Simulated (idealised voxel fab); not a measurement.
Module name: voxel ribs on slabs (process module)
Each square cell in cross-section cut measures 5 nm, and the section as a whole is 290 nm wide.
Just so we're on the same page, the cross-sections are grids of square cells, and they're listed out in bands top to bottom, each band one or more rows deep. It is stipulated that each band's entry specify, in nanometres, the height of the top of the band and then that of its bottom, followed by the materials of the band in left-to-right sequence, each together with its width in nanometres. A single material marked by the word "all across" is understood to fill the band from edge to edge; the word "blank" is understood to denote empty space. We count height from 0. Below that, the starting wafer is all one material. The lowest band never ends at the bottom but goes on down; see "top 0, no bottom" for how that is written. You'd read "30..40" like this: the band's top row of cells is as wide as the first number, its bottom row is as wide as the second, and going down, every row changes width by the same amount as the row before did. When a step is marked "remained the same", none of the cells in the cross-section changed during that step. "Closed void list" specifies each empty space that is not open to the top and that occupies no fewer than 8 cells, using the form width x height at distance, the distance measured from the left edge and all three quantities in nm. after a step's settings: what the simulator itself notes on the step. overlay nm: step with mask; distance mask lay right of planned place; negative value = left of planned place.
### The steps planned for the process are as follows
1. RECEIVE with material Si
2. DIRECTIONAL_DEP with material SiO2, thk nm 30
3. DIRECTIONAL_DEP with material polySi, thk nm 20
4. DIRECTIONAL_DEP with material aC, thk nm 15
5. PATTERN with tone cover, mask id RIB, material resist, width nm 25, thk nm 30, overlay nm -15
6. DIRECTIONAL_ETCH with etch materials aC, depth nm 15
7. STRIP with etch materials resist
8. DIRECTIONAL_ETCH with etch materials polySi, depth nm 10
9. STRIP with etch materials aC
10. MASKED_ETCH with tone cover, mask id SLAB, width nm 65, etch materials polySi, depth nm 10, overlay nm 0
11. FILL_DEP with material SiO2, thk nm 30
12. CMP with height nm 70
13. DIRECTIONAL_DEP with material W, thk nm 10
14. DIRECTIONAL_DEP with material aC, thk nm 15
15. PATTERN with tone cover, mask id HEATER, material resist, width nm 35, thk nm 35, overlay nm 0
16. DIRECTIONAL_ETCH with etch materials aC, depth nm 15
17. STRIP with etch materials resist
18. DIRECTIONAL_ETCH with etch materials W, depth nm 10
19. STRIP with etch materials aC
20. CONFORMAL_DEP with material SiO2, thk nm 10
Don't read the plan's overlay nm for step 5 as applying to every wafer: that's the first wafer's value, and the wafers differ in it, though they all start identical.
### As-received cross-section, first of several wafers, post step 1
top 0, no bottom = Si all across
Closed void list: none
### Post step 20, the closing step of the module: first of several wafers, cross-sectioned
top 90, bottom 80 = blank: 115 / SiO2: 55 / blank: 120
top 80, bottom 70 = SiO2: 125 / W: 35 / SiO2: 130
top 70, bottom 50 = SiO2 all across
top 50, bottom 40 = SiO2: 115 / polySi: 25 / SiO2: 150
top 40, bottom 30 = SiO2: 110 / polySi: 65 / SiO2: 115
top 30, bottom 0 = SiO2 all across
top 0, no bottom = Si all across
Closed void list: none
### The last wafer as seen in cross-section at the end of the module
top 90, bottom 80 = blank: 115 / SiO2: 55 / blank: 120
top 80, bottom 70 = SiO2: 125 / W: 35 / SiO2: 130
top 70, bottom 50 = SiO2 all across
top 50, bottom 40 = SiO2: 145 / polySi: 25 / SiO2: 120
top 40, bottom 30 = SiO2: 110 / polySi: 65 / SiO2: 115
top 30, bottom 0 = SiO2 all across
top 0, no bottom = Si all across
Closed void list: none
### Per-wafer rows below. For each material: cells gained (+) or lost (-) since the wafer was received, as of end of module. Then: closed voids
overlay nm -15 | +900 SiO2 | +14 W | +36 polySi | Closed void list: none
overlay nm -10 | +900 SiO2 | +14 W | +36 polySi | Closed void list: none
overlay nm -5 | +900 SiO2 | +14 W | +36 polySi | Closed void list: none
overlay nm 0 | +900 SiO2 | +14 W | +36 polySi | Closed void list: none
overlay nm 5 | +900 SiO2 | +14 W | +36 polySi | Closed void list: none
overlay nm 10 | +900 SiO2 | +14 W | +36 polySi | Closed void list: none
overlay nm 15 | +900 SiO2 | +14 W | +36 polySi | Closed void list: none
